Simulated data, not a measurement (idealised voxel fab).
Process module under the name voxel released beams
Square cell edge 5 nm, section width 210 nm, ID cut.
Cross-section, as written here: a square-cell grid given band by band from the top down, where a band holds one or more rows of cells.
Quick guide to a band line: top height, bottom height (nm) up front; then every material left to right with its width in nm. Only one material and it's marked "everywhere"? Then it fills the band edge to edge. And "blank" just means empty space.
Measure heights from 0. That's the level where, below it, the as-received wafer is all one material. The lowest band is bottomless and extends downward; write it as in "0 down".
Width spec "30..40" -> top row of cells at first value, bottom row at second value, equal per-row change in between.
Take "remained the same" at face value: in the step it is given for, the cross-section changed in none of its cells.
"Voids, enclosed" lists enclosed empty spaces (at least 8 cells, no open path upward to the top), each as width x height at distance from the left edge, in nm.
That trailing text on a step's line, after the settings, is the simulator's own remark on the step.
What "overlay nm" on a step's line means: if the step has a mask, that mask lay this far to the right of its planned place, or, when the value is negative, to the left.
Process steps (planned):
1: RECEIVE (material Si)
2: CONFORMAL_DEP (material Al2O3; thk nm 5)
3: DIRECTIONAL_DEP (material SiO2; thk nm 20)
4: DIRECTIONAL_DEP (material aC; thk nm 10)
5: PATTERN (tone open; mask id ANCHOR; material resist; width nm 35; thk nm 25; overlay nm 0)
6: DIRECTIONAL_ETCH (etch materials aC; depth nm 10)
7: STRIP (etch materials resist)
8: DIRECTIONAL_ETCH (etch materials SiO2; depth nm 20)
9: STRIP (etch materials aC)
10: CONFORMAL_DEP (material W; thk nm 10)
11: MASKED_ETCH (tone cover; mask id BEAM; width nm 80; etch materials W; depth nm 10; overlay nm 0)
12: STRIP (etch materials SiO2)
First wafer out of two, processed as planned:
Cross-section of the wafer at receipt, which is the condition after step 1:
    0 down  Si everywhere
    Voids, enclosed: none
Presented here is a cross-section of the wafer after step 2 has been performed:
    5 to 0  Al2O3 everywhere
    Anything lower than 0 is untouched.
Presented here is a cross-section of the wafer after step 3 has been performed:
    25 to 5  SiO2 everywhere
    Anything lower than 5 is untouched.
Presented here is a cross-section of the wafer after step 4 has been performed:
    35 to 25  aC everywhere
    Anything lower than 25 is untouched.
Presented here is a cross-section of the wafer after step 5 has been performed:
    60 to 35  resist 65  blank 35  resist 110
    Anything lower than 35 is untouched.
Presented here is a cross-section of the wafer after step 6 has been performed:
    50 to 35  resist 65  blank 35  resist 110
    35 to 25  aC 65  blank 35  aC 110
    Anything lower than 25 is untouched.
Presented here is a cross-section of the wafer after step 7 has been performed:
    35 to 25  aC 65  blank 35  aC 110
    Anything lower than 25 is untouched.
Presented here is a cross-section of the wafer after step 8 has been performed:
    35 to 25  aC 65  blank 35  aC 110
    25 to 5  SiO2 65  blank 35  SiO2 110
    Anything lower than 5 is untouched.
Presented here is a cross-section of the wafer after step 9 has been performed:
    25 to 5  SiO2 65  blank 35  SiO2 110
    Anything lower than 5 is untouched.
Presented here is a cross-section of the wafer after step 10 has been performed:
    35 to 25  W 75  blank 15  W 120
    25 to 15  SiO2 65  W 10  blank 15  W 10  SiO2 110
    15 to 5  SiO2 65  W 35  SiO2 110
    Anything lower than 5 is untouched.
Presented here is a cross-section of the wafer after step 11 has been performed:
    35 to 25  blank 60  W 15  blank 15  W 50  blank 70
    Anything lower than 25 is untouched.
Presented here is a cross-section of the wafer after step 12 has been performed:
    35 to 25  blank 60  W 15  blank 15  W 50  blank 70
    25 to 15  blank 65  W 10  blank 15  W 10  blank 110
    15 to 5  blank 65  W 35  blank 110
    Anything lower than 5 is untouched.
The second wafer began exactly as the first did and followed the same plan, but one mistake was made while running it; through step 1 inclusive, the two wafers are identical:
The second wafer in cross-section, at the planned close of step 2:
    20 to 0  SiO2 everywhere
    Anything lower than 0 is untouched.
The second wafer in cross-section, at the planned close of step 3:
    25 to 20  Al2O3 everywhere
    Anything lower than 20 is untouched.
The second wafer in cross-section, at the planned close of step 4:
    35 to 25  aC everywhere
    Anything lower than 25 is untouched.
The second wafer in cross-section, at the planned close of step 5:
    60 to 35  resist 65  blank 35  resist 110
    Anything lower than 35 is untouched.
The second wafer in cross-section, at the planned close of step 6:
    50 to 35  resist 65  blank 35  resist 110
    35 to 25  aC 65  blank 35  aC 110
    Anything lower than 25 is untouched.
The second wafer in cross-section, at the planned close of step 7:
    35 to 25  aC 65  blank 35  aC 110
    Anything lower than 25 is untouched.
The second wafer in cross-section, at the planned close of step 8: remained the same
The second wafer in cross-section, at the planned close of step 9:
    25 to 20  Al2O3 everywhere
    Anything lower than 20 is untouched.
The second wafer in cross-section, at the planned close of step 10:
    35 to 25  W everywhere
    Anything lower than 25 is untouched.
The second wafer in cross-section, at the planned close of step 11:
    35 to 25  blank 60  W 80  blank 70
    Anything lower than 25 is untouched.
The second wafer in cross-section, at the planned close of step 12: remained the same
The mistake made against the process plan was this: plan steps 2 and 3 run swapped
Final difference in cells, second wafer against first, listed per material as more or fewer: +168 SiO2 | -16 W
